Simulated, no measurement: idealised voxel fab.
Name of the process module below: voxel gate over fins
The cross-section shown here is cut; it is 225 nm wide and divided into square cells measuring 5 nm on a side.
How to read a cross-section here: the picture is a grid of square cells, written as bands going from the top down, and any band can span one or more rows of cells. This entry defines a band. It first specifies the height of the band's top and the height of its bottom in nm, and then specifies the band's materials from left to right, stating each material with its width in nm. The word "everywhere" identifies a single material that fills the band from edge to edge, while the word "empty" identifies empty space. It should be noted that heights are counted from 0, beneath which the wafer as supplied is of one material throughout, and that the lowest band possesses no lower boundary but continues downward, as written in "0 -> down". The notation "30->40" denotes a width that varies across the rows of cells in the band, beginning at the first number in the top row, finishing at the second number in the bottom row, and changing by an identical amount from each row to the next. Any step labelled "everything unchanged" changed none of the cells in the cross-section. So "Closed-off voids" is basically the list of trapped voids: any empty space of 8 cells or more that can't reach the top through an opening. They're written width x height at distance, the distance being from the left edge, and it's all nm. Note: text after step settings on the step line = simulator remark on that step. Among the settings permitted on a step's line is "overlay nm"; applied to a step with a mask, it specifies the extent to which the mask lay to the right of its planned position, whereas a negative figure signifies a position to the left.
## plan
| 1 | RECEIVE: material Si |
| 2 | CONFORMAL_DEP: material SiN, thk nm 5 |
| 3 | PATTERN: tone cover, mask id FINS, material resist, width nm 15, pitch nm 45, thk nm 15, overlay nm 0 |
| 4 | DIRECTIONAL_ETCH: etch materials SiN, depth nm 5 |
| 5 | DIRECTIONAL_ETCH: etch materials Si, depth nm 30 |
| 6 | STRIP: etch materials resist |
| 7 | OXIDIZE: depth nm 5 |
| 8 | FILL_DEP: material SiO2, thk nm 10 |
| 9 | CMP: height nm 5 |
| 10 | SELECTIVE_ETCH: etch materials SiO2, depth nm 20 |
| 11 | STRIP: etch materials SiN |
| 12 | CONFORMAL_DEP: material HfO2, thk nm 5 |
| 13 | CONFORMAL_DEP: material TiN, thk nm 5 |
| 14 | CONFORMAL_DEP: material TiAl, thk nm 5 |
| 15 | CONFORMAL_DEP: material TiN, thk nm 5 |
| 16 | FILL_DEP: material W, thk nm 15 |
| 17 | CMP: height nm 30 |
| 18 | CONFORMAL_DEP: material SiCN, thk nm 5 |
## The cross-section here shows the wafer as received, i.e. in its state after step 1
- 0 -> down: Si everywhere
- Closed-off voids: none
## This is how the wafer looks in cross-section once the module is done, given the starting state and plan above and one mistake in carrying the plan out
- 35 -> 30: SiCN everywhere
- 30 -> 20: W everywhere
- 20 -> 15: W=20; TiN=180; W=25
- 15 -> 10: W=20; TiN=5; TiAl=35; TiN=10; TiAl=35; TiN=10; TiAl=35; TiN=10; TiAl=35; TiN=5; W=25
- 10 -> 5: W=20; TiN=5; TiAl=5; TiN=25; TiAl=5; TiN=10; TiAl=5; TiN=25; TiAl=5; TiN=10; TiAl=5; TiN=25; TiAl=5; TiN=10; TiAl=5; TiN=25; TiAl=5; TiN=5; W=25
- 5 -> 0: W=20; TiN=5; TiAl=5; TiN=5; HfO2=15; TiN=5; TiAl=5; TiN=10; TiAl=5; TiN=5; HfO2=15; TiN=5; TiAl=5; TiN=10; TiAl=5; TiN=5; HfO2=15; TiN=5; TiAl=5; TiN=10; TiAl=5; TiN=5; HfO2=15; TiN=5; TiAl=5; TiN=5; W=25
- 0 -> -15: W=20; TiN=5; TiAl=5; TiN=5; HfO2=5; Si=5; HfO2=5; TiN=5; TiAl=5; TiN=10; TiAl=5; TiN=5; HfO2=5; Si=5; HfO2=5; TiN=5; TiAl=5; TiN=10; TiAl=5; TiN=5; HfO2=5; Si=5; HfO2=5; TiN=5; TiAl=5; TiN=10; TiAl=5; TiN=5; HfO2=5; Si=5; HfO2=5; TiN=5; TiAl=5; TiN=5; W=25
- -15 -> -20: TiN=25; TiAl=5; TiN=5; HfO2=5; Si=5; HfO2=5; TiN=5; TiAl=5; TiN=10; TiAl=5; TiN=5; HfO2=5; Si=5; HfO2=5; TiN=5; TiAl=5; TiN=10; TiAl=5; TiN=5; HfO2=5; Si=5; HfO2=5; TiN=5; TiAl=5; TiN=10; TiAl=5; TiN=5; HfO2=5; Si=5; HfO2=5; TiN=5; TiAl=5; TiN=30
- -20 -> -25: TiAl=30; TiN=5; HfO2=5; Si=5; HfO2=5; TiN=5; TiAl=20; TiN=5; HfO2=5; Si=5; HfO2=5; TiN=5; TiAl=20; TiN=5; HfO2=5; Si=5; HfO2=5; TiN=5; TiAl=20; TiN=5; HfO2=5; Si=5; HfO2=5; TiN=5; TiAl=35
- -25 -> -30: TiN=35; HfO2=5; Si=5; HfO2=5; TiN=30; HfO2=5; Si=5; HfO2=5; TiN=30; HfO2=5; Si=5; HfO2=5; TiN=30; HfO2=5; Si=5; HfO2=5; TiN=40
- -30 -> -35: HfO2=40; Si=5; HfO2=40; Si=5; HfO2=40; Si=5; HfO2=40; Si=5; HfO2=45
- -35 -> down: Si everywhere
- Closed-off voids: none
Deviation from plan: step 10 of the plan was executed twice over
